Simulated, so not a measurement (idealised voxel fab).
The name of this process module is voxel gate over fins.
This is section cut - it's 210 nm across, gridded in 5 nm square cells.
In what follows, cross-sections appear as grids of square cells, described through bands that run from the top down, where every band is one or more rows of cells.
A band entry consists of two parts. The first gives the height of the band's top and the height of its bottom, in nm. The rest lists the band's materials from left to right, each with its width in nm. A single material labelled with the word "throughout" fills the band from edge to edge, and the word "air" marks empty space.
Heights are reckoned from 0. Under this level, the received wafer is all of one material. The bottommost band is open-ended downward, for example "top 0, no bottom".
When a width is written as two numbers, as in "30 to 40", the first number is the width in the top row of cells of the band and the second is the width in its bottom row, and the width changes by the same amount from each row to the next.
The cross-section has no changed cell in any step marked "nothing different".
"Enclosed void catalog": empty spaces of 8 cells or more with no open way to the top, each given as width x height at distance, distance from the left edge, all in nm.
Anything after a step's settings on that line? It's the simulator's own note about the step.
overlay nm: right-of-plan distance of the mask on a masked step; negative values mean left-of-plan.

HERE'S WHAT THE PLANNED PROCESS STEPS LOOK LIKE
1,RECEIVE (material Si)
2,CONFORMAL_DEP (material SiN; thk nm 5)
3,MASKED_ETCH (tone cover; mask id FINS; width nm 15; pitch nm 45; etch materials SiN; depth nm 5; overlay nm 0)
4,MASKED_ETCH (tone cover; mask id FINS; width nm 15; pitch nm 45; etch materials Si; depth nm 30; overlay nm 0)
5,FILL_DEP (material SiO2; thk nm 5)
6,CMP (height nm 5)
7,SELECTIVE_ETCH (etch materials SiO2; depth nm 15)
8,STRIP (etch materials SiN)
9,CONFORMAL_DEP (material HfO2; thk nm 5)
10,CONFORMAL_DEP (material TiN; thk nm 5)
11,FILL_DEP (material W; thk nm 10)
12,CMP (height nm 15)
13,CONFORMAL_DEP (material SiCN; thk nm 10)

OF TWO WAFERS, THE FIRST: RUN ACCORDING TO PLAN

CROSS-SECTION OF THE WAFER AS IT CAME TO US, I.E., ALREADY THROUGH STEP 1
top 0, no bottom = Si throughout
Enclosed void catalog: none

TAKE A LOOK AT THE WAFER'S CROSS-SECTION AFTER STEP 2
top 5, bottom 0 = SiN throughout
Under 0: no change, same as before.

TAKE A LOOK AT THE WAFER'S CROSS-SECTION AFTER STEP 3
top 5, bottom 0 = 30 air, then 15 SiN, then 30 air, then 15 SiN, then 30 air, then 15 SiN, then 30 air, then 15 SiN, then 30 air
Under 0: no change, same as before.

TAKE A LOOK AT THE WAFER'S CROSS-SECTION AFTER STEP 4
top 5, bottom 0 = 30 air, then 15 SiN, then 30 air, then 15 SiN, then 30 air, then 15 SiN, then 30 air, then 15 SiN, then 30 air
top 0, bottom -30 = 30 air, then 15 Si, then 30 air, then 15 Si, then 30 air, then 15 Si, then 30 air, then 15 Si, then 30 air
Under -30: no change, same as before.

TAKE A LOOK AT THE WAFER'S CROSS-SECTION AFTER STEP 5
top 10, bottom 5 = SiO2 throughout
top 5, bottom 0 = 30 SiO2, then 15 SiN, then 30 SiO2, then 15 SiN, then 30 SiO2, then 15 SiN, then 30 SiO2, then 15 SiN, then 30 SiO2
top 0, bottom -30 = 30 SiO2, then 15 Si, then 30 SiO2, then 15 Si, then 30 SiO2, then 15 Si, then 30 SiO2, then 15 Si, then 30 SiO2
Under -30: no change, same as before.

TAKE A LOOK AT THE WAFER'S CROSS-SECTION AFTER STEP 6
top 5, bottom 0 = 30 SiO2, then 15 SiN, then 30 SiO2, then 15 SiN, then 30 SiO2, then 15 SiN, then 30 SiO2, then 15 SiN, then 30 SiO2
Under 0: no change, same as before.

TAKE A LOOK AT THE WAFER'S CROSS-SECTION AFTER STEP 7
top 5, bottom 0 = 30 air, then 15 SiN, then 30 air, then 15 SiN, then 30 air, then 15 SiN, then 30 air, then 15 SiN, then 30 air
top 0, bottom -10 = 30 air, then 15 Si, then 30 air, then 15 Si, then 30 air, then 15 Si, then 30 air, then 15 Si, then 30 air
Under -10: no change, same as before.

TAKE A LOOK AT THE WAFER'S CROSS-SECTION AFTER STEP 8
top 0, bottom -10 = 30 air, then 15 Si, then 30 air, then 15 Si, then 30 air, then 15 Si, then 30 air, then 15 Si, then 30 air
Under -10: no change, same as before.

TAKE A LOOK AT THE WAFER'S CROSS-SECTION AFTER STEP 9
top 5, bottom 0 = 25 air, then 25 HfO2, then 20 air, then 25 HfO2, then 20 air, then 25 HfO2, then 20 air, then 25 HfO2, then 25 air
top 0, bottom -5 = 25 air, then 5 HfO2, then 15 Si, then 5 HfO2, then 20 air, then 5 HfO2, then 15 Si, then 5 HfO2, then 20 air, then 5 HfO2, then 15 Si, then 5 HfO2, then 20 air, then 5 HfO2, then 15 Si, then 5 HfO2, then 25 air
top -5, bottom -10 = 30 HfO2, then 15 Si, then 30 HfO2, then 15 Si, then 30 HfO2, then 15 Si, then 30 HfO2, then 15 Si, then 30 HfO2
Under -10: no change, same as before.

TAKE A LOOK AT THE WAFER'S CROSS-SECTION AFTER STEP 10
top 10, bottom 5 = 20 air, then 35 TiN, then 10 air, then 35 TiN, then 10 air, then 35 TiN, then 10 air, then 35 TiN, then 20 air
top 5, bottom 0 = 20 air, then 5 TiN, then 25 HfO2, then 5 TiN, then 10 air, then 5 TiN, then 25 HfO2, then 5 TiN, then 10 air, then 5 TiN, then 25 HfO2, then 5 TiN, then 10 air, then 5 TiN, then 25 HfO2, then 5 TiN, then 20 air
top 0, bottom -5 = 25 TiN, then 5 HfO2, then 15 Si, then 5 HfO2, then 20 TiN, then 5 HfO2, then 15 Si, then 5 HfO2, then 20 TiN, then 5 HfO2, then 15 Si, then 5 HfO2, then 20 TiN, then 5 HfO2, then 15 Si, then 5 HfO2, then 25 TiN
Under -5: no change, same as before.

TAKE A LOOK AT THE WAFER'S CROSS-SECTION AFTER STEP 11
top 20, bottom 10 = W throughout
top 10, bottom 5 = 20 W, then 35 TiN, then 10 W, then 35 TiN, then 10 W, then 35 TiN, then 10 W, then 35 TiN, then 20 W
top 5, bottom 0 = 20 W, then 5 TiN, then 25 HfO2, then 5 TiN, then 10 W, then 5 TiN, then 25 HfO2, then 5 TiN, then 10 W, then 5 TiN, then 25 HfO2, then 5 TiN, then 10 W, then 5 TiN, then 25 HfO2, then 5 TiN, then 20 W
Under 0: no change, same as before.

TAKE A LOOK AT THE WAFER'S CROSS-SECTION AFTER STEP 12
top 15, bottom 10 = W throughout
Under 10: no change, same as before.

TAKE A LOOK AT THE WAFER'S CROSS-SECTION AFTER STEP 13
top 25, bottom 15 = SiCN throughout
Under 15: no change, same as before.

SECOND WAFER, SAME STARTING CONDITIONS AND RECIPE AS THE FIRST, ONE MISTAKE IN EXECUTING IT, NOTHING DIFFERS FROM THE FIRST UP TO AND INCLUDING STEP 8

Cross-section of the second wafer corresponding to the planned conclusion of step 9: nothing different

CROSS-SECTION OF THE SECOND WAFER CORRESPONDING TO THE PLANNED CONCLUSION OF STEP 10
top 5, bottom 0 = 25 air, then 25 TiN, then 20 air, then 25 TiN, then 20 air, then 25 TiN, then 20 air, then 25 TiN, then 25 air
top 0, bottom -5 = 25 air, then 5 TiN, then 15 Si, then 5 TiN, then 20 air, then 5 TiN, then 15 Si, then 5 TiN, then 20 air, then 5 TiN, then 15 Si, then 5 TiN, then 20 air, then 5 TiN, then 15 Si, then 5 TiN, then 25 air
top -5, bottom -10 = 30 TiN, then 15 Si, then 30 TiN, then 15 Si, then 30 TiN, then 15 Si, then 30 TiN, then 15 Si, then 30 TiN
Under -10: no change, same as before.

CROSS-SECTION OF THE SECOND WAFER CORRESPONDING TO THE PLANNED CONCLUSION OF STEP 11
top 15, bottom 5 = W throughout
top 5, bottom 0 = 25 W, then 25 TiN, then 20 W, then 25 TiN, then 20 W, then 25 TiN, then 20 W, then 25 TiN, then 25 W
top 0, bottom -5 = 25 W, then 5 TiN, then 15 Si, then 5 TiN, then 20 W, then 5 TiN, then 15 Si, then 5 TiN, then 20 W, then 5 TiN, then 15 Si, then 5 TiN, then 20 W, then 5 TiN, then 15 Si, then 5 TiN, then 25 W
Under -5: no change, same as before.

Cross-section of the second wafer corresponding to the planned conclusion of step 12: nothing different

CROSS-SECTION OF THE SECOND WAFER CORRESPONDING TO THE PLANNED CONCLUSION OF STEP 13
top 25, bottom 15 = SiCN throughout
Under 15: no change, same as before.
Against the plan, the run slipped here: plan step 9 never ran because it was skipped
Count the cells at the end and the second wafer has more or fewer of some materials than the first: -58 HfO2 | +58 W
